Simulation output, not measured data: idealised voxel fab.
Module name: voxel plated lines (process module)
The width of the displayed cross-section, cut, is 245 nm; its cells are square, with a size of 5 nm.
Think of the cross-section as a grid of square cells. We describe it in bands, top to bottom, and each band covers one or more rows of those cells.
Quick guide to a band line: top height, bottom height (nm) up front; then every material left to right with its width in nm. Only one material and it's marked "full width"? Then it fills the band edge to edge. And "empty" just means empty space.
Convention: height 0 is the level below which the wafer, as received, is all one material. The lowest band does not terminate at the bottom but continues downward, represented as "from 0 down".
A two-number width, for instance "30 to 40", indicates that the width is equal to the first number in the top row of the band and to the second number in the bottom row, and that it changes by a constant amount per row of cells.
A step reported as "left unchanged" is a step in which no cell of the cross-section changed.
Empty spaces without an open route to the top, at least 8 cells in extent, make up the entry "Closed void entries"; each is given as width x height at distance, where the distance is measured from the left edge, and all are in nm.
It should be noted that, on the line of a given step, the content following the step's settings is a remark produced by the simulator itself with respect to that step.
What "overlay nm" on a step's line means: if the step has a mask, that mask lay this far to the right of its planned place, or, when the value is negative, to the left.
[Here's what the planned process steps look like]
1) RECEIVE with material Si
2) CONFORMAL_DEP with material SiO2, thk nm 5
3) DIRECTIONAL_DEP with material TiN, thk nm 5
4) PATTERN with tone open, mask id LINES, material resist, width nm 20, pitch nm 35, thk nm 40, overlay nm 0
5) EPI with material Ru, thk nm 5
6) EPI with material Ru, thk nm 5
7) EPI with material Ru, thk nm 5
8) STRIP with etch materials resist
9) DIRECTIONAL_ETCH with etch materials TiN, depth nm 5
10) CONFORMAL_DEP with material SiCN, thk nm 10
Don't read the plan's thk nm for step 3 as applying to every wafer: that's the first wafer's value, and the wafers differ in it, though they all start identical.
[First of several wafers, received after step 1, in cross-section]
from 0 down = Si full width
Closed void entries: none
[Post step 10, the closing step of the module: first of several wafers, cross-sectioned]
from 35 to 25 = empty 65 / SiCN 110 / empty 70
from 25 to 15 = empty 65 / SiCN 10 / Ru 20 / SiCN 15 / Ru 20 / SiCN 15 / Ru 20 / SiCN 10 / empty 70
from 15 to 10 = SiCN 75 / Ru 20 / SiCN 15 / Ru 20 / SiCN 15 / Ru 20 / SiCN 80
from 10 to 5 = SiCN 75 / TiN 20 / SiCN 15 / TiN 20 / SiCN 15 / TiN 20 / SiCN 80
from 5 to 0 = SiO2 full width
from 0 down = Si full width
Closed void entries: none
[So this is the cross-section on the last wafer at the end of the module]
from 50 to 40 = empty 65 / SiCN 110 / empty 70
from 40 to 30 = empty 65 / SiCN 10 / Ru 20 / SiCN 15 / Ru 20 / SiCN 15 / Ru 20 / SiCN 10 / empty 70
from 30 to 25 = SiCN 75 / Ru 20 / SiCN 15 / Ru 20 / SiCN 15 / Ru 20 / SiCN 80
from 25 to 20 = SiCN 75 / TiN 20 / SiCN 15 / TiN 20 / SiCN 15 / TiN 20 / SiCN 80
from 20 to 5 = TiN full width
from 5 to 0 = SiO2 full width
from 0 down = Si full width
Closed void entries: none
[Per-wafer rows below. For each material: cells gained (+) or lost (-) since the wafer was received, as of end of module. Then: closed voids]
thk nm 5, +36 Ru, +138 SiCN, +49 SiO2, +12 TiN, Closed void entries: none
thk nm 10, +36 Ru, +138 SiCN, +49 SiO2, +61 TiN, Closed void entries: none
thk nm 15, +36 Ru, +138 SiCN, +49 SiO2, +110 TiN, Closed void entries: none
thk nm 20, +36 Ru, +138 SiCN, +49 SiO2, +159 TiN, Closed void entries: none
